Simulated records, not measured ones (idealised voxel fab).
The document below concerns the process module designated voxel transistor to metal.
Square cell edge 5 nm, section width 300 nm, ID cut.
For the purposes of this document, a cross-section shall be understood as a grid of square cells, specified as bands listed in top-to-bottom order, each band consisting of one or more rows of cells.
Basically the band line says how high the top is and how high the bottom is, in nm, and then what's in it from left to right, every material with its width in nm. Empty space shows up as "air", and if a single material carries "throughout" it runs the full band edge to edge.
The reference from which all heights are counted is 0, the level beneath which the as-received wafer is entirely one material; the lowest band, having no lower bound, proceeds downward and is written after the example "0 down".
Per-row width for "30 to 40": begins at first number (top row of band), ends at second number (bottom row), increment between rows held constant.
"no modification" after a step means that no cell of the cross-section changed.
Look at "Enclosed internal cavities" for the closed voids: empty spaces with no open path to the top, sized 8 cells or up. Each is width x height at distance, distance from the left edge, all nm.
What comes after the settings on a step's line is commentary from the simulator itself on that step.
A step line may carry the setting "overlay nm", which, for steps involving a mask, states the distance by which the mask lay to the right of its intended position; negative values denote displacement to the left.
The steps planned for the process are as follows:
1: RECEIVE [material Si]
2: OXIDIZE [depth nm 5]
3: CONFORMAL_DEP [material SiN] [thk nm 15]
4: MASKED_ETCH [tone cover] [mask id ACTIVE] [width nm 105] [pitch nm 125] [etch materials SiN] [depth nm 15] [overlay nm 0]
5: MASKED_ETCH [tone cover] [mask id ACTIVE] [width nm 105] [pitch nm 125] [etch materials SiO2] [depth nm 5] [overlay nm 0]
6: MASKED_ETCH [tone cover] [mask id ACTIVE] [width nm 105] [pitch nm 125] [etch materials Si] [depth nm 35] [overlay nm 0]
7: FILL_DEP [material SiO2] [thk nm 5]
8: CMP [height nm 15]
9: SELECTIVE_ETCH [etch materials SiO2] [depth nm 15]
10: STRIP [etch materials SiN]
11: SELECTIVE_ETCH [etch materials SiO2] [depth nm 5]
12: OXIDIZE [depth nm 5]
13: DIRECTIONAL_DEP [material polySi] [thk nm 20]
14: DIRECTIONAL_DEP [material SiCN] [thk nm 15]
15: MASKED_ETCH [tone cover] [mask id GATE] [width nm 25] [pitch nm 125] [etch materials SiCN] [depth nm 25] [overlay nm 0]
16: MASKED_ETCH [tone cover] [mask id GATE] [width nm 25] [pitch nm 125] [etch materials polySi] [depth nm 30] [overlay nm 0]
17: CONFORMAL_DEP [material SiN] [thk nm 5]
18: DIRECTIONAL_ETCH [etch materials SiN] [depth nm 10]
19: DIRECTIONAL_ETCH [etch materials SiO2] [depth nm 5]
20: DIRECTIONAL_ETCH [etch materials Si] [depth nm 15]
21: EPI [material pSi] [thk nm 20]
22: FILL_DEP [material SiO2] [thk nm 10]
23: CMP [height nm 30]
24: DIRECTIONAL_DEP [material SiO2] [thk nm 15]
25: PATTERN [tone open] [mask id CONTACT] [material resist] [width nm 15] [thk nm 15] [overlay nm 0]
26: DIRECTIONAL_ETCH [etch materials SiO2] [depth nm 35]
27: STRIP [etch materials resist]
28: CONFORMAL_DEP [material TiN] [thk nm 5]
29: FILL_DEP [material Ru] [thk nm 10]
30: CMP [height nm 45]
31: CONFORMAL_DEP [material SiCN] [thk nm 5]
32: DIRECTIONAL_DEP [material lowk] [thk nm 20]
33: DIRECTIONAL_DEP [material aC] [thk nm 10]
34: PATTERN [tone open] [mask id METAL_1] [material resist] [width nm 15] [thk nm 25] [overlay nm 0]
35: DIRECTIONAL_ETCH [etch materials aC] [depth nm 10]
36: STRIP [etch materials resist]
37: DIRECTIONAL_ETCH [etch materials lowk] [depth nm 20]
38: DIRECTIONAL_ETCH [etch materials SiCN] [depth nm 5]
39: STRIP [etch materials aC]
40: CONFORMAL_DEP [material TiN] [thk nm 5]
41: FILL_DEP [material W] [thk nm 10]
42: CMP [height nm 70]
43: CONFORMAL_DEP [material SiN] [thk nm 5]
Heads up: all these wafers start the same, and what changes between them is the thk nm in step 17. The value you see in the plan is just what the first wafer got.
The first of several wafers in cross-section, exactly as it reached us after step 1:
- 0 down  Si throughout
- Enclosed internal cavities: none
End of module, by wafer: material-by-material cell gain (+) or loss (-) since receipt, then closed voids:
thk nm 5, +24 Ru, -312 Si, +78 SiCN, +84 SiN, +510 SiO2, +104 TiN, +16 W, +192 lowk, +164 pSi, +40 polySi, Enclosed internal cavities: none
thk nm 10, +24 Ru, -300 Si, +78 SiCN, +116 SiN, +482 SiO2, +104 TiN, +16 W, +192 lowk, +148 pSi, +40 polySi, Enclosed internal cavities: none
thk nm 15, +24 Ru, -228 Si, +78 SiCN, +182 SiN, +492 SiO2, +104 TiN, +16 W, +192 lowk, +40 polySi, Enclosed internal cavities: none
thk nm 20, +8 Ru, -228 Si, +78 SiCN, +240 SiN, +450 SiO2, +104 TiN, +16 W, +192 lowk, +40 polySi, Enclosed internal cavities: none
thk nm 25, +8 Ru, -228 Si, +78 SiCN, +290 SiN, +416 SiO2, +88 TiN, +16 W, +192 lowk, +40 polySi, Enclosed internal cavities: none
